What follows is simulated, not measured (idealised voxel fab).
process module | voxel capacitor over wiring
cross-section cut | 170 nm wide | cells 5 nm
A cross-section is a grid of square cells, given in bands from the top down. A band is one or more rows of cells.
Each band's line starts with the height of the band's top and of its bottom, in nm. Then come its materials from left to right, each with its width in nm. One material with "throughout" fills the band from edge to edge. "air" is empty space.
Height 0 is the level under which the wafer as received is all one material. The lowest band goes on downwards, as in "0 down".
A width such as "30 to 40" changes by the same amount from each row of cells to the next, from the band's top row to its bottom row.
"no change" after a step means that no cell of the cross-section changed.
closed voids: empty space of 8 cells or more with no open way to the top, each as width x height at its distance from the left edge, in nm
after a step's settings: what the simulator itself notes on the step
overlay nm, on a step with a mask: how far to the right of its planned place the mask lay; to the left if negative
plan
1 op RECEIVE | material Si
2 op CONFORMAL_DEP | material SiO2 | thk nm 15
3 op DIRECTIONAL_DEP | material TiN | thk nm 5
4 op DIRECTIONAL_DEP | material W | thk nm 20
5 op PATTERN | tone cover | mask id METAL_1 | material resist | width nm 20 | pitch nm 75 | thk nm 15 | overlay nm 0
6 op DIRECTIONAL_ETCH | etch materials W | depth nm 20
7 op DIRECTIONAL_ETCH | etch materials TiN | depth nm 5
8 op STRIP | etch materials resist
9 op CONFORMAL_DEP | material SiCN | thk nm 5
10 op FILL_DEP | material lowk | thk nm 10
11 op CMP | height nm 40
12 op CONFORMAL_DEP | material SiCN | thk nm 5
13 op DIRECTIONAL_DEP | material lowk | thk nm 20
14 op MASKED_ETCH | tone open | mask id PLUG_1 | width nm 15 | etch materials lowk | depth nm 20 | overlay nm 0
15 op MASKED_ETCH | tone open | mask id PLUG_1 | width nm 15 | etch materials SiCN | depth nm 5 | overlay nm 0
16 op EPI | material Ru | thk nm 10
17 op EPI | material Ru | thk nm 10
18 op EPI | material Ru | thk nm 5
19 op DIRECTIONAL_DEP | material TiN | thk nm 10
20 op DIRECTIONAL_DEP | material SiN | thk nm 5
21 op DIRECTIONAL_DEP | material TiN | thk nm 5
22 op DIRECTIONAL_DEP | material aC | thk nm 15
23 op PATTERN | tone cover | mask id UPPER_PLATE | material resist | width nm 60 | thk nm 30 | overlay nm 0
24 op DIRECTIONAL_ETCH | etch materials aC | depth nm 15
25 op STRIP | etch materials resist
26 op DIRECTIONAL_ETCH | etch materials TiN | depth nm 5
27 op DIRECTIONAL_ETCH | etch materials SiN | depth nm 5
28 op STRIP | etch materials aC
29 op DIRECTIONAL_DEP | material aC | thk nm 15
30 op PATTERN | tone cover | mask id LOWER_PLATE | material resist | width nm 70 | thk nm 30 | overlay nm 0
31 op DIRECTIONAL_ETCH | etch materials aC | depth nm 15
32 op STRIP | etch materials resist
33 op DIRECTIONAL_ETCH | etch materials TiN | depth nm 10
34 op STRIP | etch materials aC
35 op FILL_DEP | material SiO2 | thk nm 20
36 op CMP | height nm 100
37 op MASKED_ETCH | tone open | mask id PLUG_2 | width nm 15 | etch materials SiO2 | depth nm 15 | overlay nm 0
38 op CONFORMAL_DEP | material TiN | thk nm 5
39 op FILL_DEP | material W | thk nm 5
40 op CMP | height nm 100
41 op CONFORMAL_DEP | material SiCN | thk nm 5
as received, after step 1
  0 down: Si throughout
  closed voids: none
first wafer at the end, as planned
  105 to 100: SiCN throughout
  100 to 90: SiO2 50 | TiN 5 | W 5 | TiN 5 | SiO2 105
  90 to 80: SiO2 50 to 40 | TiN 15 to 60 | SiO2 105 to 70
  80 to 75: SiO2 40 | SiN 60 | SiO2 70
  75 to 65: SiO2 35 | TiN 70 | SiO2 65
  65 to 45: lowk 40 | Ru 15 | lowk 115
  45 to 40: SiCN 40 | Ru 15 | SiCN 115
  40 to 20: lowk 30 | SiCN 5 | W 20 | SiCN 5 | lowk 45 | SiCN 5 | W 20 | SiCN 5 | lowk 35
  20 to 15: SiCN 35 | TiN 20 | SiCN 55 | TiN 20 | SiCN 40
  15 to 0: SiO2 throughout
  0 down: Si throughout
  closed voids: none
second wafer at the end: like start, like plan, one mistake
  105 to 100: SiCN throughout
  100 to 90: SiO2 50 | TiN 5 | W 5 | TiN 5 | SiO2 105
  90 to 80: SiO2 50 to 40 | TiN 15 to 60 | SiO2 105 to 70
  80 to 75: SiO2 40 | SiN 60 | SiO2 70
  75 to 65: SiO2 35 | TiN 70 | SiO2 65
  65 to 45: lowk 40 | Ru 15 | lowk 115
  45 to 40: SiCN 40 | Ru 15 | SiCN 115
  40 to 20: lowk 35 | SiCN 5 | W 20 | SiCN 5 | lowk 45 | SiCN 5 | W 20 | SiCN 5 | lowk 30
  20 to 15: SiCN 40 | TiN 20 | SiCN 55 | TiN 20 | SiCN 35
  15 to 0: SiO2 throughout
  0 down: Si throughout
  closed voids: none
what went wrong: step 5 ran as: op PATTERN | tone cover | mask id METAL_1 | material resist | width nm 20 | pitch nm 75 | thk nm 15 | overlay nm 5
at the end the second wafer has, in cells: as many of each material as the first, in other places
